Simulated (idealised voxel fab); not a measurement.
Process module name: voxel self aligned vias
Each square cell in cross-section cut measures 5 nm, and the section as a whole is 260 nm wide.
How to read a cross-section here: the picture is a grid of square cells, written as bands going from the top down, and any band can span one or more rows of cells. Top height, bottom height, nm. Materials left to right, width each, nm. Single material + "full width" = fills band edge to edge. "blank" = empty. Heads up on the height convention: 0 is the point under which the incoming wafer is all one material, and the lowest band has no bottom, it just keeps going down, like "0 down". So if you see something like "30->40" for the width, read it as the top row of the band sitting at the first number and the bottom row at the second, with every row in between moving by the same amount as the last. Basically "nothing was modified" means that step didn't change any cell in the cross-section. Any empty space of 8 cells or more lacking an open way to the top shows up in "Completely sealed voids" as width x height at distance, distance from the left edge, in nm. On each step's line, the part that comes after the settings is the simulator's own comment on the step. Among the settings permitted on a step's line is "overlay nm"; applied to a step with a mask, it specifies the extent to which the mask lay to the right of its planned position, whereas a negative figure signifies a position to the left.

SET OUT BELOW ARE THE PLANNED STEPS OF THE PROCESS
1) RECEIVE with material Si
2) CONFORMAL_DEP with material SiO2, thk nm 10
3) CONFORMAL_DEP with material SiCN, thk nm 5
4) DIRECTIONAL_DEP with material lowk, thk nm 30
5) MASKED_ETCH with tone open, mask id LINES, width nm 25, pitch nm 60, etch materials lowk, depth nm 30, overlay nm 0
6) CONFORMAL_DEP with material TiN, thk nm 5
7) FILL_DEP with material Ru, thk nm 10
8) CMP with height nm 45
9) SELECTIVE_ETCH with etch materials W Ru TiN, depth nm 5
10) FILL_DEP with material SiN, thk nm 5
11) CMP with height nm 45
12) DIRECTIONAL_DEP with material lowk, thk nm 15
13) PATTERN with tone open, mask id VIAS, material resist, width nm 35, pitch nm 60, thk nm 15, overlay nm 0
14) DIRECTIONAL_ETCH with etch materials lowk, depth nm 5
15) DIRECTIONAL_ETCH with etch materials SiN, depth nm 5
16) STRIP with etch materials resist
17) CONFORMAL_DEP with material TiN, thk nm 5
18) FILL_DEP with material Cu, thk nm 10
19) CMP with height nm 60
20) CONFORMAL_DEP with material SiCN, thk nm 5
varied across the wafers: depth nm of step 14. The plan shows the first wafer's value. All wafers start alike

SECTIONAL VIEW: FIRST OF SEVERAL WAFERS, AS RECEIVED, AFTER STEP 1
    0 down | Si full width
    Completely sealed voids: none

END OF MODULE: CROSS-SECTION OF THE FIRST OF SEVERAL WAFERS AFTER STEP 20, THE LAST STEP
    65 to 60 | SiCN full width
    60 to 55 | lowk 50 nm; TiN 35 nm; lowk 25 nm; TiN 35 nm; lowk 25 nm; TiN 35 nm; lowk 55 nm
    55 to 45 | lowk full width
    45 to 40 | lowk 55 nm; SiN 25 nm; lowk 35 nm; SiN 25 nm; lowk 35 nm; SiN 25 nm; lowk 60 nm
    40 to 20 | lowk 55 nm; TiN 5 nm; Ru 15 nm; TiN 5 nm; lowk 35 nm; TiN 5 nm; Ru 15 nm; TiN 5 nm; lowk 35 nm; TiN 5 nm; Ru 15 nm; TiN 5 nm; lowk 60 nm
    20 to 15 | lowk 55 nm; TiN 25 nm; lowk 35 nm; TiN 25 nm; lowk 35 nm; TiN 25 nm; lowk 60 nm
    15 to 10 | SiCN full width
    10 to 0 | SiO2 full width
    0 down | Si full width
    Completely sealed voids: none

CROSS-SECTIONAL VIEW, END OF MODULE, LAST WAFER OF SEVERAL
    65 to 60 | SiCN full width
    60 to 45 | lowk 50 nm; TiN 5 nm; Cu 25 nm; TiN 5 nm; lowk 25 nm; TiN 5 nm; Cu 25 nm; TiN 5 nm; lowk 25 nm; TiN 5 nm; Cu 25 nm; TiN 5 nm; lowk 55 nm
    45 to 40 | lowk 50 nm; TiN 35 nm; lowk 25 nm; TiN 35 nm; lowk 25 nm; TiN 35 nm; lowk 55 nm
    40 to 30 | lowk 50 nm; TiN 10 nm; Ru 15 nm; TiN 10 nm; lowk 25 nm; TiN 10 nm; Ru 15 nm; TiN 10 nm; lowk 25 nm; TiN 10 nm; Ru 15 nm; TiN 10 nm; lowk 55 nm
    30 to 20 | lowk 55 nm; TiN 5 nm; Ru 15 nm; TiN 5 nm; lowk 35 nm; TiN 5 nm; Ru 15 nm; TiN 5 nm; lowk 35 nm; TiN 5 nm; Ru 15 nm; TiN 5 nm; lowk 60 nm
    20 to 15 | lowk 55 nm; TiN 25 nm; lowk 35 nm; TiN 25 nm; lowk 35 nm; TiN 25 nm; lowk 60 nm
    15 to 10 | SiCN full width
    10 to 0 | SiO2 full width
    0 down | Si full width
    Completely sealed voids: none

WAFER ROWS, END OF MODULE: CELLS PER MATERIAL GAINED (+) OR LOST (-) SINCE RECEIPT; CLOSED VOIDS LAST
depth nm 5 | +36 Ru | +104 SiCN | +15 SiN | +104 SiO2 | +60 TiN | +357 lowk | Completely sealed voids: none
depth nm 10 | +15 Cu | +36 Ru | +104 SiCN | +15 SiN | +104 SiO2 | +66 TiN | +336 lowk | Completely sealed voids: none
depth nm 15 | +39 Cu | +36 Ru | +104 SiCN | +104 SiO2 | +78 TiN | +315 lowk | Completely sealed voids: none
depth nm 20 | +45 Cu | +36 Ru | +104 SiCN | +104 SiO2 | +78 TiN | +309 lowk | Completely sealed voids: none
depth nm 25 | +45 Cu | +36 Ru | +104 SiCN | +104 SiO2 | +84 TiN | +303 lowk | Completely sealed voids: none
depth nm 30 | +45 Cu | +36 Ru | +104 SiCN | +104 SiO2 | +90 TiN | +297 lowk | Completely sealed voids: none
